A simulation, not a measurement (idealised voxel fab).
process module | voxel transistor to metal
cross-section cut | 140 nm wide | cells 5 nm
A cross-section is a grid of square cells, given in bands from the top down. A band is one or more rows of cells.
Each band's line starts with the height of the band's top and of its bottom, in nm. Then come its materials from left to right, each with its width in nm. One material with "throughout" fills the band from edge to edge. "air" is empty space.
Height 0 is the level under which the wafer as received is all one material. The lowest band goes on downwards, as in "0 down".
A width such as "30 to 40" changes by the same amount from each row of cells to the next, from the band's top row to its bottom row.
"no change" after a step means that no cell of the cross-section changed.
closed voids: empty space of 8 cells or more with no open way to the top, each as width x height at its distance from the left edge, in nm
after a step's settings: what the simulator itself notes on the step
overlay nm, on a step with a mask: how far to the right of its planned place the mask lay; to the left if negative
plan
1 op RECEIVE | material Si
2 op OXIDIZE | depth nm 5
3 op CONFORMAL_DEP | material SiN | thk nm 15
4 op DIRECTIONAL_DEP | material aC | thk nm 15
5 op PATTERN | tone cover | mask id ACTIVE | material resist | width nm 105 | thk nm 30 | overlay nm 0
6 op DIRECTIONAL_ETCH | etch materials aC | depth nm 15
7 op STRIP | etch materials resist
8 op DIRECTIONAL_ETCH | etch materials SiN | depth nm 15
9 op DIRECTIONAL_ETCH | etch materials SiO2 | depth nm 5
10 op DIRECTIONAL_ETCH | etch materials Si | depth nm 20
11 op STRIP | etch materials aC
12 op OXIDIZE | depth nm 5
13 op FILL_DEP | material SiO2 | thk nm 5
14 op CMP | height nm 15
15 op SELECTIVE_ETCH | etch materials SiO2 | depth nm 10
16 op STRIP | etch materials SiN
17 op SELECTIVE_ETCH | etch materials SiO2 | depth nm 5
18 op OXIDIZE | depth nm 5
19 op DIRECTIONAL_DEP | material polySi | thk nm 30
20 op DIRECTIONAL_DEP | material SiCN | thk nm 15
21 op PATTERN | tone cover | mask id GATE | material resist | width nm 25 | thk nm 20 | overlay nm 0
22 op DIRECTIONAL_ETCH | etch materials SiCN | depth nm 25
23 op DIRECTIONAL_ETCH | etch materials polySi | depth nm 40
24 op STRIP | etch materials resist
25 op CONFORMAL_DEP | material SiN | thk nm 5
26 op DIRECTIONAL_ETCH | etch materials SiN | depth nm 5
27 op DIRECTIONAL_ETCH | etch materials SiO2 | depth nm 5
28 op DIRECTIONAL_ETCH | etch materials Si | depth nm 15
29 op EPI | material nSi | thk nm 15
30 op FILL_DEP | material SiO2 | thk nm 5
31 op CMP | height nm 40
32 op DIRECTIONAL_DEP | material SiO2 | thk nm 10
33 op MASKED_ETCH | tone open | mask id CONTACT | width nm 20 | pitch nm 75 | etch materials SiO2 | depth nm 60 | overlay nm 0
34 op CONFORMAL_DEP | material TiN | thk nm 5
35 op FILL_DEP | material Ru | thk nm 5
36 op CMP | height nm 50
37 op DIRECTIONAL_DEP | material TiN | thk nm 5
38 op DIRECTIONAL_DEP | material Ru | thk nm 20
39 op DIRECTIONAL_DEP | material aC | thk nm 15
40 op PATTERN | tone cover | mask id METAL_1 | material resist | width nm 20 | pitch nm 75 | thk nm 35 | overlay nm 0
41 op DIRECTIONAL_ETCH | etch materials aC | depth nm 15
42 op STRIP | etch materials resist
43 op DIRECTIONAL_ETCH | etch materials Ru | depth nm 20
44 op DIRECTIONAL_ETCH | etch materials TiN | depth nm 5
45 op STRIP | etch materials aC
46 op CONFORMAL_DEP | material SiCN | thk nm 5
47 op FILL_DEP | material lowk | thk nm 10
48 op CMP | height nm 75
49 op CONFORMAL_DEP | material SiN | thk nm 5
as received, after step 1
  0 down: Si throughout
  closed voids: none
a wafer at the end: this start, this plan, one mistake
  80 to 75: SiN throughout
  75 to 55: lowk 15 | SiCN 5 | Ru 20 | SiCN 5 | lowk 45 | SiCN 5 | Ru 20 | SiCN 5 | lowk 20
  55 to 50: SiCN 20 | TiN 20 | SiCN 55 | TiN 20 | SiCN 25
  50 to 40: SiO2 20 | TiN 5 | Ru 10 | TiN 5 | SiO2 55 | TiN 5 | Ru 10 | TiN 5 | SiO2 25
  40 to 25: SiO2 20 | TiN 5 | Ru 10 | TiN 5 | SiO2 15 | SiN 5 | SiCN 15 | SiN 5 | SiO2 15 | TiN 5 | Ru 10 | TiN 5 | SiO2 25
  25 to 5: SiO2 20 | TiN 5 | Ru 10 | TiN 5 | SiO2 15 | SiN 5 | polySi 15 | SiN 5 | SiO2 15 | TiN 5 | Ru 10 | TiN 5 | SiO2 25
  5 to 0: SiO2 20 | TiN 5 | Ru 10 | TiN 5 | nSi 15 | SiN 5 | polySi 15 | SiN 5 | nSi 15 | TiN 5 | Ru 10 | TiN 5 | SiO2 25
  0 to -5: SiO2 10 | SiN 5 | SiO2 5 | TiN 5 | Ru 10 | TiN 5 | nSi 15 | SiN 5 | polySi 15 | SiN 5 | nSi 15 | TiN 5 | Ru 10 | TiN 5 | SiO2 5 | SiN 5 | SiO2 15
  -5 to -10: SiO2 20 | TiN 20 | nSi 15 | SiO2 25 | nSi 15 | TiN 20 | SiO2 25
  -10 to -25: SiO2 20 | nSi 35 | Si 25 | nSi 35 | SiO2 25
  -25 to -30: SiO2 20 | Si 95 | SiO2 25
  -30 down: Si throughout
  closed voids: none
what went wrong: step 21 ran as: op PATTERN | tone cover | mask id GATE | material resist | width nm 15 | thk nm 20 | overlay nm 0
